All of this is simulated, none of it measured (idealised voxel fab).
You're looking at the process module voxel quadruple lines.
Square cell edge 5 nm, section width 300 nm, ID cut.
Reading order for cross-sections: top band down to bottom band. Underlying form: a grid of square cells. Band size: one or more rows of cells. Read a band's entry like this: the first values are the height of its top and the height of its bottom in nm, and what follows is the sequence of materials from left to right, each with its width in nm. Note that "air" is empty space, and that a single material marked "full width" reaches across the band from edge to edge. Height datum 0, below which the as-received substrate wafer is one material. Lowest band open at the bottom, running downward: "0 down". Per-row width for "30..40": begins at first number (top row of band), ends at second number (bottom row), increment between rows held constant. Take "everything unchanged" at face value: in the step it is given for, the cross-section changed in none of its cells. Basically, "Unvented voids" tells you about the enclosed voids: empty spaces with no open way to the top, 8 cells or bigger, each written width x height at distance, where distance is from the left edge, all in nm. It should be noted that, on the line of a given step, the content following the step's settings is a remark produced by the simulator itself with respect to that step. A step line may carry the setting "overlay nm", which, for steps involving a mask, states the distance by which the mask lay to the right of its intended position; negative values denote displacement to the left. Everything after this point is organized in pairs: a cross-section before one process step, a cross-section after it that shows only as deep as the lowest changed band, and, under the pair, the intervening step with its settings. Because different runs of this module on the same starting wafer can supply different pairs, a pair continues from the pair above it only if its entry headed "Pre-step" says so.
Pre-step
    65 to 40 = air 85, then aC 25, then air 55, then aC 25, then air 110
    40 to 20 = polySi full width
    20 to 5 = W full width
    5 to 0 = Al2O3 full width
    0 down = Si full width
    Unvented voids: none
Post-Step Geometry
    80 to 65 = air 70, then SiO2 55, then air 25, then SiO2 55, then air 95
    65 to 55 = air 70, then SiO2 15, then aC 25, then SiO2 15, then air 25, then SiO2 15, then aC 25, then SiO2 15, then air 95
    55 to 40 = SiO2 85, then aC 25, then SiO2 55, then aC 25, then SiO2 110
    Anything lower than 40 is untouched.
    Unvented voids: none
Operation between the pre and post cross-sections above: CONFORMAL_DEP: material SiO2, thk nm 15
Pre-step: The initial state for this step is given by the after cross-section of the immediately preceding pair.
Post-Step Geometry
    65 to 40 = air 70, then SiO2 15, then aC 25, then SiO2 15, then air 25, then SiO2 15, then aC 25, then SiO2 15, then air 95
    Anything lower than 40 is untouched.
    Unvented voids: none
Operation between the pre and post cross-sections above: DIRECTIONAL_ETCH: etch materials SiO2, depth nm 15
Pre-step: The initial state for this step is given by the after cross-section of the immediately preceding pair.
Post-Step Geometry
    65 to 40 = air 70, then SiO2 15, then air 25, then SiO2 15, then air 25, then SiO2 15, then air 25, then SiO2 15, then air 95
    Anything lower than 40 is untouched.
    Unvented voids: none
Operation between the pre and post cross-sections above: STRIP: etch materials aC
Pre-step: The initial state for this step is given by the after cross-section of the immediately preceding pair.
Post-Step Geometry
    65 to 40 = air 70, then SiO2 15, then air 25, then SiO2 15, then air 25, then SiO2 15, then air 25, then SiO2 15, then air 95
    40 to 20 = air 70, then polySi 15, then air 25, then polySi 15, then air 25, then polySi 15, then air 25, then polySi 15, then air 95
    Anything lower than 20 is untouched.
    Unvented voids: none
Operation between the pre and post cross-sections above: DIRECTIONAL_ETCH: etch materials polySi, depth nm 20
Pre-step: The initial state for this step is given by the after cross-section of the immediately preceding pair.
Post-Step Geometry
    40 to 20 = air 70, then polySi 15, then air 25, then polySi 15, then air 25, then polySi 15, then air 25, then polySi 15, then air 95
    Anything lower than 20 is untouched.
    Unvented voids: none
Operation between the pre and post cross-sections above: STRIP: etch materials SiO2
Pre-step: The initial state for this step is given by the after cross-section of the immediately preceding pair.
Post-Step Geometry
    45 to 40 = air 65, then SiCN 25, then air 15, then SiCN 25, then air 15, then SiCN 25, then air 15, then SiCN 25, then air 90
    40 to 25 = air 65, then SiCN 5, then polySi 15, then SiCN 5, then air 15, then SiCN 5, then polySi 15, then SiCN 5, then air 15, then SiCN 5, then polySi 15, then SiCN 5, then air 15, then SiCN 5, then polySi 15, then SiCN 5, then air 90
    25 to 20 = SiCN 70, then polySi 15, then SiCN 25, then polySi 15, then SiCN 25, then polySi 15, then SiCN 25, then polySi 15, then SiCN 95
    Anything lower than 20 is untouched.
    Unvented voids: none
Operation between the pre and post cross-sections above: CONFORMAL_DEP: material SiCN, thk nm 5
Pre-step: The initial state for this step is given by the after cross-section of the immediately preceding pair.
Post-Step Geometry
    40 to 20 = air 65, then SiCN 5, then polySi 15, then SiCN 5, then air 15, then SiCN 5, then polySi 15, then SiCN 5, then air 15, then SiCN 5, then polySi 15, then SiCN 5, then air 15, then SiCN 5, then polySi 15, then SiCN 5, then air 90
    Anything lower than 20 is untouched.
    Unvented voids: none
Operation between the pre and post cross-sections above: DIRECTIONAL_ETCH: etch materials SiCN, depth nm 5
Pre-step: The initial state for this step is given by the after cross-section of the immediately preceding pair.
Post-Step Geometry
    40 to 20 = air 65, then SiCN 5, then air 15, then SiCN 5, then air 15, then SiCN 5, then air 15, then SiCN 5, then air 15, then SiCN 5, then air 15, then SiCN 5, then air 15, then SiCN 5, then air 15, then SiCN 5, then air 90
    Anything lower than 20 is untouched.
    Unvented voids: none
Operation between the pre and post cross-sections above: STRIP: etch materials polySi
Pre-step: The initial state for this step is given by the after cross-section of the immediately preceding pair.
Post-Step Geometry
    40 to 20 = air 65, then SiCN 5, then air 15, then SiCN 5, then air 15, then SiCN 5, then air 15, then SiCN 5, then air 15, then SiCN 5, then air 15, then SiCN 5, then air 15, then SiCN 5, then air 15, then SiCN 5, then air 90
    20 to 5 = air 65, then W 5, then air 15, then W 5, then air 15, then W 5, then air 15, then W 5, then air 15, then W 5, then air 15, then W 5, then air 15, then W 5, then air 15, then W 5, then air 90
    Anything lower than 5 is untouched.
    Unvented voids: none
Operation between the pre and post cross-sections above: DIRECTIONAL_ETCH: etch materials W, depth nm 15
Pre-step: The initial state for this step is given by the after cross-section of the immediately preceding pair.
Post-Step Geometry
    20 to 5 = air 65, then W 5, then air 15, then W 5, then air 15, then W 5, then air 15, then W 5, then air 15, then W 5, then air 15, then W 5, then air 15, then W 5, then air 15, then W 5, then air 90
    Anything lower than 5 is untouched.
    Unvented voids: none
Operation between the pre and post cross-sections above: STRIP: etch materials SiCN
Pre-step: The initial state for this step is given by the after cross-section of the immediately preceding pair.
Post-Step Geometry
    30 to 20 = SiO2 full width
    20 to 5 = SiO2 65, then W 5, then SiO2 15, then W 5, then SiO2 15, then W 5, then SiO2 15, then W 5, then SiO2 15, then W 5, then SiO2 15, then W 5, then SiO2 15, then W 5, then SiO2 15, then W 5, then SiO2 90
    Anything lower than 5 is untouched.
    Unvented voids: none
Operation between the pre and post cross-sections above: FILL_DEP: material SiO2, thk nm 10
Pre-step: The initial state for this step is given by the after cross-section of the immediately preceding pair.
Post-Step Geometry
    20 to 5 = SiO2 65, then W 5, then SiO2 15, then W 5, then SiO2 15, then W 5, then SiO2 15, then W 5, then SiO2 15, then W 5, then SiO2 15, then W 5, then SiO2 15, then W 5, then SiO2 15, then W 5, then SiO2 90
    Anything lower than 5 is untouched.
    Unvented voids: none
Operation between the pre and post cross-sections above: CMP: height nm 20
Pre-step
    0 down = Si full width
    Unvented voids: none
Post-Step Geometry
    5 to 0 = W full width
    Anything lower than 0 is untouched.
    Unvented voids: none
Operation between the pre and post cross-sections above: CONFORMAL_DEP: material W, thk nm 5
Pre-step: The initial state for this step is given by the after cross-section of the immediately preceding pair.
Post-Step Geometry
    20 to 0 = W full width
    Anything lower than 0 is untouched.
    Unvented voids: none
Operation between the pre and post cross-sections above: DIRECTIONAL_DEP: material W, thk nm 15
Pre-step: The initial state for this step is given by the after cross-section of the immediately preceding pair.
Post-Step Geometry
    40 to 20 = polySi full width
    Anything lower than 20 is untouched.
    Unvented voids: none
Operation between the pre and post cross-sections above: DIRECTIONAL_DEP: material polySi, thk nm 20
Pre-step: The initial state for this step is given by the after cross-section of the immediately preceding pair.
Post-Step Geometry
    65 to 40 = aC full width
    Anything lower than 40 is untouched.
    Unvented voids: none
Operation between the pre and post cross-sections above: DIRECTIONAL_DEP: material aC, thk nm 25
Pre-step: The initial state for this step is given by the after cross-section of the immediately preceding pair.
Post-Step Geometry
    100 to 65 = air 95, then resist 25, then air 55, then resist 25, then air 100
    Anything lower than 65 is untouched.
    Unvented voids: none
Operation between the pre and post cross-sections above: PATTERN: tone cover, mask id MANDREL, material resist, width nm 25, pitch nm 80, thk nm 35, overlay nm 0
Pre-step: The initial state for this step is given by the after cross-section of the immediately preceding pair.
Post-Step Geometry
    75 to 65 = air 95, then resist 25, then air 55, then resist 25, then air 100
    65 to 40 = air 95, then aC 25, then air 55, then aC 25, then air 100
    Anything lower than 40 is untouched.
    Unvented voids: none
Operation between the pre and post cross-sections above: DIRECTIONAL_ETCH: etch materials aC, depth nm 25
Pre-step: The initial state for this step is given by the after cross-section of the immediately preceding pair.
Post-Step Geometry
    65 to 40 = air 95, then aC 25, then air 55, then aC 25, then air 100
    Anything lower than 40 is untouched.
    Unvented voids: none
Operation between the pre and post cross-sections above: STRIP: etch materials resist
Pre-step: The initial state for this step is given by the after cross-section of the immediately preceding pair.
Post-Step Geometry
    80 to 65 = air 80, then SiO2 55, then air 25, then SiO2 55, then air 85
    65 to 55 = air 80, then SiO2 15, then aC 25, then SiO2 15, then air 25, then SiO2 15, then aC 25, then SiO2 15, then air 85
    55 to 40 = SiO2 95, then aC 25, then SiO2 55, then aC 25, then SiO2 100
    Anything lower than 40 is untouched.
    Unvented voids: none
Operation between the pre and post cross-sections above: CONFORMAL_DEP: material SiO2, thk nm 15
Pre-step: The initial state for this step is given by the after cross-section of the immediately preceding pair.
Post-Step Geometry
    65 to 40 = air 80, then SiO2 15, then aC 25, then SiO2 15, then air 25, then SiO2 15, then aC 25, then SiO2 15, then air 85
    Anything lower than 40 is untouched.
    Unvented voids: none
Operation between the pre and post cross-sections above: DIRECTIONAL_ETCH: etch materials SiO2, depth nm 15
Pre-step: The initial state for this step is given by the after cross-section of the immediately preceding pair.
Post-Step Geometry
    65 to 40 = air 80, then SiO2 15, then air 25, then SiO2 15, then air 25, then SiO2 15, then air 25, then SiO2 15, then air 85
    Anything lower than 40 is untouched.
    Unvented voids: none
Operation between the pre and post cross-sections above: STRIP: etch materials aC
Pre-step: The initial state for this step is given by the after cross-section of the immediately preceding pair.
Post-Step Geometry
    65 to 40 = air 80, then SiO2 15, then air 25, then SiO2 15, then air 25, then SiO2 15, then air 25, then SiO2 15, then air 85
    40 to 20 = air 80, then polySi 15, then air 25, then polySi 15, then air 25, then polySi 15, then air 25, then polySi 15, then air 85
    Anything lower than 20 is untouched.
    Unvented voids: none
Operation between the pre and post cross-sections above: DIRECTIONAL_ETCH: etch materials polySi, depth nm 20
Pre-step: The initial state for this step is given by the after cross-section of the immediately preceding pair.
Post-Step Geometry
    40 to 20 = air 80, then polySi 15, then air 25, then polySi 15, then air 25, then polySi 15, then air 25, then polySi 15, then air 85
    Anything lower than 20 is untouched.
    Unvented voids: none
Operation between the pre and post cross-sections above: STRIP: etch materials SiO2
Pre-step: The initial state for this step is given by the after cross-section of the immediately preceding pair.
Post-Step Geometry
    45 to 40 = air 75, then SiCN 25, then air 15, then SiCN 25, then air 15, then SiCN 25, then air 15, then SiCN 25, then air 80
    40 to 25 = air 75, then SiCN 5, then polySi 15, then SiCN 5, then air 15, then SiCN 5, then polySi 15, then SiCN 5, then air 15, then SiCN 5, then polySi 15, then SiCN 5, then air 15, then SiCN 5, then polySi 15, then SiCN 5, then air 80
    25 to 20 = SiCN 80, then polySi 15, then SiCN 25, then polySi 15, then SiCN 25, then polySi 15, then SiCN 25, then polySi 15, then SiCN 85
    Anything lower than 20 is untouched.
    Unvented voids: none
Operation between the pre and post cross-sections above: CONFORMAL_DEP: material SiCN, thk nm 5
Pre-step: The initial state for this step is given by the after cross-section of the immediately preceding pair.
Post-Step Geometry
    40 to 20 = air 75, then SiCN 5, then polySi 15, then SiCN 5, then air 15, then SiCN 5, then polySi 15, then SiCN 5, then air 15, then SiCN 5, then polySi 15, then SiCN 5, then air 15, then SiCN 5, then polySi 15, then SiCN 5, then air 80
    Anything lower than 20 is untouched.
    Unvented voids: none
Operation between the pre and post cross-sections above: DIRECTIONAL_ETCH: etch materials SiCN, depth nm 5
Pre-step: The initial state for this step is given by the after cross-section of the immediately preceding pair.
Post-Step Geometry
    40 to 20 = air 75, then SiCN 5, then air 15, then SiCN 5, then air 15, then SiCN 5, then air 15, then SiCN 5, then air 15, then SiCN 5, then air 15, then SiCN 5, then air 15, then SiCN 5, then air 15, then SiCN 5, then air 80
    Anything lower than 20 is untouched.
    Unvented voids: none
Operation between the pre and post cross-sections above: STRIP: etch materials polySi
Pre-step: The initial state for this step is given by the after cross-section of the immediately preceding pair.
Post-Step Geometry
    40 to 20 = air 75, then SiCN 5, then air 15, then SiCN 5, then air 15, then SiCN 5, then air 15, then SiCN 5, then air 15, then SiCN 5, then air 15, then SiCN 5, then air 15, then SiCN 5, then air 15, then SiCN 5, then air 80
    20 to 5 = air 75, then W 5, then air 15, then W 5, then air 15, then W 5, then air 15, then W 5, then air 15, then W 5, then air 15, then W 5, then air 15, then W 5, then air 15, then W 5, then air 80
    Anything lower than 5 is untouched.
    Unvented voids: none
Operation between the pre and post cross-sections above: DIRECTIONAL_ETCH: etch materials W, depth nm 15
Pre-step: The initial state for this step is given by the after cross-section of the immediately preceding pair.
Post-Step Geometry
    20 to 5 = air 75, then W 5, then air 15, then W 5, then air 15, then W 5, then air 15, then W 5, then air 15, then W 5, then air 15, then W 5, then air 15, then W 5, then air 15, then W 5, then air 80
    Anything lower than 5 is untouched.
    Unvented voids: none
Operation between the pre and post cross-sections above: STRIP: etch materials SiCN
Pre-step: The initial state for this step is given by the after cross-section of the immediately preceding pair.
Post-Step Geometry
    30 to 20 = SiO2 full width
    20 to 5 = SiO2 75, then W 5, then SiO2 15, then W 5, then SiO2 15, then W 5, then SiO2 15, then W 5, then SiO2 15, then W 5, then SiO2 15, then W 5, then SiO2 15, then W 5, then SiO2 15, then W 5, then SiO2 80
    Anything lower than 5 is untouched.
    Unvented voids: none
Operation between the pre and post cross-sections above: FILL_DEP: material SiO2, thk nm 10
Pre-step: The initial state for this step is given by the after cross-section of the immediately preceding pair.
Post-Step Geometry
    20 to 5 = SiO2 75, then W 5, then SiO2 15, then W 5, then SiO2 15, then W 5, then SiO2 15, then W 5, then SiO2 15, then W 5, then SiO2 15, then W 5, then SiO2 15, then W 5, then SiO2 15, then W 5, then SiO2 80
    Anything lower than 5 is untouched.
    Unvented voids: none
Operation between the pre and post cross-sections above: CMP: height nm 20
Pre-step
    65 to 40 = aC full width
    40 to 20 = polySi full width
    20 to 5 = W full width
    5 to 0 = Al2O3 full width
    0 down = Si full width
    Unvented voids: none
Post-Step Geometry
    100 to 65 = resist 95, then air 25, then resist 55, then air 25, then resist 100
    Anything lower than 65 is untouched.
    Unvented voids: none
Operation between the pre and post cross-sections above: PATTERN: tone open, mask id MANDREL, material resist, width nm 25, pitch nm 80, thk nm 35, overlay nm 0
Pre-step: The initial state for this step is given by the after cross-section of the immediately preceding pair.
Post-Step Geometry
    75 to 65 = resist 95, then air 25, then resist 55, then air 25, then resist 100
    65 to 40 = aC 95, then air 25, then aC 55, then air 25, then aC 100
    Anything lower than 40 is untouched.
    Unvented voids: none
Operation between the pre and post cross-sections above: DIRECTIONAL_ETCH: etch materials aC, depth nm 25
Pre-step: The initial state for this step is given by the after cross-section of the immediately preceding pair.
Post-Step Geometry
    65 to 40 = aC 95, then air 25, then aC 55, then air 25, then aC 100
    Anything lower than 40 is untouched.
    Unvented voids: none
Operation between the pre and post cross-sections above: STRIP: etch materials resist
Pre-step: The initial state for this step is given by the after cross-section of the immediately preceding pair.
Post-Step Geometry
    80 to 65 = SiO2 full width
    65 to 40 = aC 95, then SiO2 25, then aC 55, then SiO2 25, then aC 100
    Anything lower than 40 is untouched.
    Unvented voids: none
Operation between the pre and post cross-sections above: CONFORMAL_DEP: material SiO2, thk nm 15
Pre-step: The initial state for this step is given by the after cross-section of the immediately preceding pair.
Post-Step Geometry
    65 to 40 = aC 95, then SiO2 25, then aC 55, then SiO2 25, then aC 100
    Anything lower than 40 is untouched.
    Unvented voids: none
Operation between the pre and post cross-sections above: DIRECTIONAL_ETCH: etch materials SiO2, depth nm 15
Pre-step: The initial state for this step is given by the after cross-section of the immediately preceding pair.
Post-Step Geometry
    65 to 40 = air 95, then SiO2 25, then air 55, then SiO2 25, then air 100
    Anything lower than 40 is untouched.
    Unvented voids: none
Operation between the pre and post cross-sections above: STRIP: etch materials aC
Pre-step: The initial state for this step is given by the after cross-section of the immediately preceding pair.
Post-Step Geometry
    65 to 40 = air 95, then SiO2 25, then air 55, then SiO2 25, then air 100
    40 to 20 = air 95, then polySi 25, then air 55, then polySi 25, then air 100
    Anything lower than 20 is untouched.
    Unvented voids: none
Operation between the pre and post cross-sections above: DIRECTIONAL_ETCH: etch materials polySi, depth nm 20
Pre-step: The initial state for this step is given by the after cross-section of the immediately preceding pair.
Post-Step Geometry
    40 to 20 = air 95, then polySi 25, then air 55, then polySi 25, then air 100
    Anything lower than 20 is untouched.
    Unvented voids: none
Operation between the pre and post cross-sections above: STRIP: etch materials SiO2
Pre-step: The initial state for this step is given by the after cross-section of the immediately preceding pair.
Post-Step Geometry
    45 to 40 = air 90, then SiCN 35, then air 45, then SiCN 35, then air 95
    40 to 25 = air 90, then SiCN 5, then polySi 25, then SiCN 5, then air 45, then SiCN 5, then polySi 25, then SiCN 5, then air 95
    25 to 20 = SiCN 95, then polySi 25, then SiCN 55, then polySi 25, then SiCN 100
    Anything lower than 20 is untouched.
    Unvented voids: none
Operation between the pre and post cross-sections above: CONFORMAL_DEP: material SiCN, thk nm 5
Pre-step: The initial state for this step is given by the after cross-section of the immediately preceding pair.
Post-Step Geometry
    40 to 20 = air 90, then SiCN 5, then polySi 25, then SiCN 5, then air 45, then SiCN 5, then polySi 25, then SiCN 5, then air 95
    Anything lower than 20 is untouched.
    Unvented voids: none
Operation between the pre and post cross-sections above: DIRECTIONAL_ETCH: etch materials SiCN, depth nm 5
Pre-step: The initial state for this step is given by the after cross-section of the immediately preceding pair.
Post-Step Geometry
    40 to 20 = air 90, then SiCN 5, then air 25, then SiCN 5, then air 45, then SiCN 5, then air 25, then SiCN 5, then air 95
    Anything lower than 20 is untouched.
    Unvented voids: none
Operation between the pre and post cross-sections above: STRIP: etch materials polySi
Pre-step: The initial state for this step is given by the after cross-section of the immediately preceding pair.
Post-Step Geometry
    40 to 20 = air 90, then SiCN 5, then air 25, then SiCN 5, then air 45, then SiCN 5, then air 25, then SiCN 5, then air 95
    20 to 5 = air 90, then W 5, then air 25, then W 5, then air 45, then W 5, then air 25, then W 5, then air 95
    Anything lower than 5 is untouched.
    Unvented voids: none
Operation between the pre and post cross-sections above: DIRECTIONAL_ETCH: etch materials W, depth nm 15
Pre-step: The initial state for this step is given by the after cross-section of the immediately preceding pair.
Post-Step Geometry
    20 to 5 = air 90, then W 5, then air 25, then W 5, then air 45, then W 5, then air 25, then W 5, then air 95
    Anything lower than 5 is untouched.
    Unvented voids: none
Operation between the pre and post cross-sections above: STRIP: etch materials SiCN
Pre-step: The initial state for this step is given by the after cross-section of the immediately preceding pair.
Post-Step Geometry
    30 to 20 = SiO2 full width
    20 to 5 = SiO2 90, then W 5, then SiO2 25, then W 5, then SiO2 45, then W 5, then SiO2 25, then W 5, then SiO2 95
    Anything lower than 5 is untouched.
    Unvented voids: none
Operation between the pre and post cross-sections above: FILL_DEP: material SiO2, thk nm 10
Pre-step: The initial state for this step is given by the after cross-section of the immediately preceding pair.
Post-Step Geometry
    20 to 5 = SiO2 90, then W 5, then SiO2 25, then W 5, then SiO2 45, then W 5, then SiO2 25, then W 5, then SiO2 95
    Anything lower than 5 is untouched.
    Unvented voids: none
Operation between the pre and post cross-sections above: CMP: height nm 20
